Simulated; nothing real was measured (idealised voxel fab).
The following is a process module called voxel self aligned vias.
Shown is cross-section cut, with a width of 280 nm and square cells of size 5 nm.
If you're reading a cross-section in this doc, picture square cells in a grid; it comes to you as bands, top ones listed first down to the bottom, and a band can be one or more rows of cells. A band entry consists of two parts. The first gives the height of the band's top and the height of its bottom, in nm. The rest lists the band's materials from left to right, each with its width in nm. A single material labelled with the word "edge to edge" fills the band from edge to edge, and the word "blank" marks empty space. Heads up on the height convention: 0 is the point under which the incoming wafer is all one material, and the lowest band has no bottom, it just keeps going down, like "top 0, no bottom". Width "30->40": first value at the band's top row of cells, second value at its bottom row, equal change from row to row. The cross-section has no changed cell in any step marked "nothing altered". So "Closed void catalog" is basically the list of trapped voids: any empty space of 8 cells or more that can't reach the top through an opening. They're written width x height at distance, the distance being from the left edge, and it's all nm. The remark found on a step's line after its settings is issued by the simulator itself and pertains to that step. "overlay nm" denotes, for a step that has a mask, the displacement of the mask to the right of its planned place, with negative values corresponding to the left.

**The planned process steps are enumerated hereunder**
1. RECEIVE, material Si
2. CONFORMAL_DEP, material SiO2, thk nm 10
3. CONFORMAL_DEP, material SiCN, thk nm 5
4. DIRECTIONAL_DEP, material lowk, thk nm 25
5. DIRECTIONAL_DEP, material aC, thk nm 15
6. PATTERN, tone open, mask id LINES, material resist, width nm 30, pitch nm 75, thk nm 30, overlay nm 0
7. DIRECTIONAL_ETCH, etch materials aC, depth nm 15
8. STRIP, etch materials resist
9. DIRECTIONAL_ETCH, etch materials lowk, depth nm 25
10. STRIP, etch materials aC
11. CONFORMAL_DEP, material TiN, thk nm 5
12. FILL_DEP, material W, thk nm 5
13. CMP, height nm 40
14. SELECTIVE_ETCH, etch materials W Ru TiN, depth nm 5
15. FILL_DEP, material SiN, thk nm 10
16. CMP, height nm 40
17. DIRECTIONAL_DEP, material lowk, thk nm 15
18. DIRECTIONAL_DEP, material aC, thk nm 15
19. PATTERN, tone open, mask id VIAS, material resist, width nm 50, thk nm 30, overlay nm 0
20. DIRECTIONAL_ETCH, etch materials aC, depth nm 15
21. STRIP, etch materials resist
22. DIRECTIONAL_ETCH, etch materials lowk, depth nm 15
23. DIRECTIONAL_ETCH, etch materials SiN, depth nm 5
24. STRIP, etch materials aC
25. CONFORMAL_DEP, material TiN, thk nm 5
26. FILL_DEP, material Ru, thk nm 5
27. CMP, height nm 55
28. CONFORMAL_DEP, material SiCN, thk nm 5

**Step 1 complete: cross-section of the wafer as received**
> top 0, no bottom  Si edge to edge
> Closed void catalog: none

**first wafer at the end, as planned**
> top 60, bottom 55  SiCN edge to edge
> top 55, bottom 45  75 lowk / 5 TiN / 40 Ru / 5 TiN / 155 lowk
> top 45, bottom 40  75 lowk / 15 TiN / 20 Ru / 15 TiN / 155 lowk
> top 40, bottom 35  85 lowk / 30 TiN / 45 lowk / 30 SiN / 90 lowk
> top 35, bottom 20  85 lowk / 5 TiN / 20 W / 5 TiN / 45 lowk / 5 TiN / 20 W / 5 TiN / 90 lowk
> top 20, bottom 15  85 lowk / 30 TiN / 45 lowk / 30 TiN / 90 lowk
> top 15, bottom 10  SiCN edge to edge
> top 10, bottom 0  SiO2 edge to edge
> top 0, no bottom  Si edge to edge
> Closed void catalog: none

**Presented here is a cross-section of the second of the two wafers as it stood at the end of the module. It was started in the same manner and assigned the same plan as the first wafer; however, one mistake was made in its execution**
> top 60, bottom 55  SiCN edge to edge
> top 55, bottom 40  75 lowk / 5 TiN / 40 Ru / 5 TiN / 155 lowk
> top 40, bottom 35  75 SiN / 50 TiN / 155 SiN
> top 35, bottom 15  85 lowk / 5 TiN / 20 W / 5 TiN / 45 lowk / 5 TiN / 20 W / 5 TiN / 90 lowk
> top 15, bottom 10  85 lowk / 30 TiN / 45 lowk / 30 TiN / 90 lowk
> top 10, bottom 0  SiO2 edge to edge
> top 0, no bottom  Si edge to edge
> Closed void catalog: none
It is concluded that the wafer was processed incorrectly with respect to the plan, in that step 3 was left out
Once processing is complete, comparing cell counts shows that the second wafer has more or fewer of certain materials than the first: Ru +4 | SiCN -56 | SiN +40 | TiN +4 | W +8
